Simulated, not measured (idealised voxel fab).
Presented below is a process module, voxel fin reveal.
Pictured: cross-section cut, 260 nm wide, on a grid of 5 nm square cells.
Just so we're on the same page, the cross-sections are grids of square cells, and they're listed out in bands top to bottom, each band one or more rows deep. In this notation a band is specified by the heights of its top and bottom, in that order and in nm, after which its materials appear from left to right, each paired with its width in nm. The word "everywhere" attached to a single material means that material fills the band from edge to edge; the word "blank" stands for empty space. A quick word on heights: they are counted from 0, and under that level the wafer as it came to us is one material throughout. The lowest band is different from the rest in having no bottom; it simply continues downward, written as in "from 0 down". The notation "30->40" denotes a width that varies across the rows of cells in the band, beginning at the first number in the top row, finishing at the second number in the bottom row, and changing by an identical amount from each row to the next. No cell of the cross-section changed in a step that is given as "same as before". Entry "Closed void list". Content: empty spaces with no open connection to the top, size 8 cells or greater. Each: width x height at distance. Distance: from left edge. Unit: nm. Whatever follows a step's settings on its line is a remark the simulator itself makes about that step. "overlay nm" on a masked step: distance the mask lay right of its planned place, negative for left.
So here's the lineup of process steps we planned:
1. RECEIVE [material Si]
2. CONFORMAL_DEP [material SiN] [thk nm 10]
3. PATTERN [tone cover] [mask id FINS] [material resist] [width nm 15] [pitch nm 35] [thk nm 20] [overlay nm 0]
4. DIRECTIONAL_ETCH [etch materials SiN] [depth nm 10]
5. DIRECTIONAL_ETCH [etch materials Si] [depth nm 30]
6. STRIP [etch materials resist]
7. OXIDIZE [depth nm 5]
8. FILL_DEP [material SiO2] [thk nm 10]
9. CMP [height nm 10]
10. SELECTIVE_ETCH [etch materials SiO2] [depth nm 25]
11. STRIP [etch materials SiN]
First of two wafers: run as planned:
So this is the incoming wafer in cross-section - it's already been through step 1:
from 0 down | Si everywhere
Closed void list: none
The wafer, seen in cross-section, after step 2:
from 10 to 0 | SiN everywhere
Everything under 0 stays put, no change at all.
The wafer, seen in cross-section, after step 3:
from 30 to 10 | 70 blank  15 resist  20 blank  15 resist  20 blank  15 resist  20 blank  15 resist  70 blank
Everything under 10 stays put, no change at all.
The wafer, seen in cross-section, after step 4:
from 30 to 10 | 70 blank  15 resist  20 blank  15 resist  20 blank  15 resist  20 blank  15 resist  70 blank
from 10 to 0 | 70 blank  15 SiN  20 blank  15 SiN  20 blank  15 SiN  20 blank  15 SiN  70 blank
Everything under 0 stays put, no change at all.
The wafer, seen in cross-section, after step 5:
from 30 to 10 | 70 blank  15 resist  20 blank  15 resist  20 blank  15 resist  20 blank  15 resist  70 blank
from 10 to 0 | 70 blank  15 SiN  20 blank  15 SiN  20 blank  15 SiN  20 blank  15 SiN  70 blank
from 0 to -30 | 70 blank  15 Si  20 blank  15 Si  20 blank  15 Si  20 blank  15 Si  70 blank
Everything under -30 stays put, no change at all.
The wafer, seen in cross-section, after step 6:
from 10 to 0 | 70 blank  15 SiN  20 blank  15 SiN  20 blank  15 SiN  20 blank  15 SiN  70 blank
Everything under 0 stays put, no change at all.
The wafer, seen in cross-section, after step 7:
from 10 to 0 | 70 blank  15 SiN  20 blank  15 SiN  20 blank  15 SiN  20 blank  15 SiN  70 blank
from 0 to -30 | 70 blank  5 SiO2  5 Si  5 SiO2  20 blank  5 SiO2  5 Si  5 SiO2  20 blank  5 SiO2  5 Si  5 SiO2  20 blank  5 SiO2  5 Si  5 SiO2  70 blank
from -30 to -35 | 75 SiO2  5 Si  30 SiO2  5 Si  30 SiO2  5 Si  30 SiO2  5 Si  75 SiO2
Everything under -35 stays put, no change at all.
The wafer, seen in cross-section, after step 8:
from 20 to 10 | SiO2 everywhere
from 10 to 0 | 70 SiO2  15 SiN  20 SiO2  15 SiN  20 SiO2  15 SiN  20 SiO2  15 SiN  70 SiO2
from 0 to -35 | 75 SiO2  5 Si  30 SiO2  5 Si  30 SiO2  5 Si  30 SiO2  5 Si  75 SiO2
Everything under -35 stays put, no change at all.
The wafer, seen in cross-section, after step 9:
from 10 to 0 | 70 SiO2  15 SiN  20 SiO2  15 SiN  20 SiO2  15 SiN  20 SiO2  15 SiN  70 SiO2
Everything under 0 stays put, no change at all.
The wafer, seen in cross-section, after step 10:
from 10 to 0 | 70 blank  15 SiN  20 blank  15 SiN  20 blank  15 SiN  20 blank  15 SiN  70 blank
from 0 to -15 | 75 blank  5 Si  30 blank  5 Si  30 blank  5 Si  30 blank  5 Si  75 blank
Everything under -15 stays put, no change at all.
The wafer, seen in cross-section, after step 11:
from 0 to -15 | 75 blank  5 Si  30 blank  5 Si  30 blank  5 Si  30 blank  5 Si  75 blank
Everything under -15 stays put, no change at all.
Okay, second wafer. Nothing different at the start, nothing different in the plan, just one mistake somewhere in the running. As far as step 4, counting that step, it's the first wafer all over again:
Second wafer, cut view, end of step 5 per plan:
from 30 to 10 | 70 blank  15 resist  20 blank  15 resist  20 blank  15 resist  20 blank  15 resist  70 blank
from 10 to 0 | 70 blank  15 SiN  20 blank  15 SiN  20 blank  15 SiN  20 blank  15 SiN  70 blank
from 0 to -20 | 70 blank  15 Si  20 blank  15 Si  20 blank  15 Si  20 blank  15 Si  70 blank
Everything under -20 stays put, no change at all.
Second wafer, cut view, end of step 6 per plan:
from 10 to 0 | 70 blank  15 SiN  20 blank  15 SiN  20 blank  15 SiN  20 blank  15 SiN  70 blank
Everything under 0 stays put, no change at all.
Second wafer, cut view, end of step 7 per plan:
from 10 to 0 | 70 blank  15 SiN  20 blank  15 SiN  20 blank  15 SiN  20 blank  15 SiN  70 blank
from 0 to -20 | 70 blank  5 SiO2  5 Si  5 SiO2  20 blank  5 SiO2  5 Si  5 SiO2  20 blank  5 SiO2  5 Si  5 SiO2  20 blank  5 SiO2  5 Si  5 SiO2  70 blank
from -20 to -25 | 75 SiO2  5 Si  30 SiO2  5 Si  30 SiO2  5 Si  30 SiO2  5 Si  75 SiO2
Everything under -25 stays put, no change at all.
Second wafer, cut view, end of step 8 per plan:
from 20 to 10 | SiO2 everywhere
from 10 to 0 | 70 SiO2  15 SiN  20 SiO2  15 SiN  20 SiO2  15 SiN  20 SiO2  15 SiN  70 SiO2
from 0 to -25 | 75 SiO2  5 Si  30 SiO2  5 Si  30 SiO2  5 Si  30 SiO2  5 Si  75 SiO2
Everything under -25 stays put, no change at all.
Second wafer, cut view, end of step 9 per plan:
from 10 to 0 | 70 SiO2  15 SiN  20 SiO2  15 SiN  20 SiO2  15 SiN  20 SiO2  15 SiN  70 SiO2
Everything under 0 stays put, no change at all.
Second wafer, cut view, end of step 10 per plan:
from 10 to 0 | 70 blank  15 SiN  20 blank  15 SiN  20 blank  15 SiN  20 blank  15 SiN  70 blank
from 0 to -15 | 75 blank  5 Si  30 blank  5 Si  30 blank  5 Si  30 blank  5 Si  75 blank
Everything under -15 stays put, no change at all.
Second wafer, cut view, end of step 11 per plan:
from 0 to -15 | 75 blank  5 Si  30 blank  5 Si  30 blank  5 Si  30 blank  5 Si  75 blank
Everything under -15 stays put, no change at all.
It is concluded that the wafer was processed incorrectly with respect to the plan, in that it should be noted that step 5 was executed with settings other than those planned, the operation and settings actually applied being DIRECTIONAL_ETCH [etch materials Si] [depth nm 20]
Final cells, second wafer relative to first, materials higher or lower: 96 more of Si, 96 fewer of SiO2
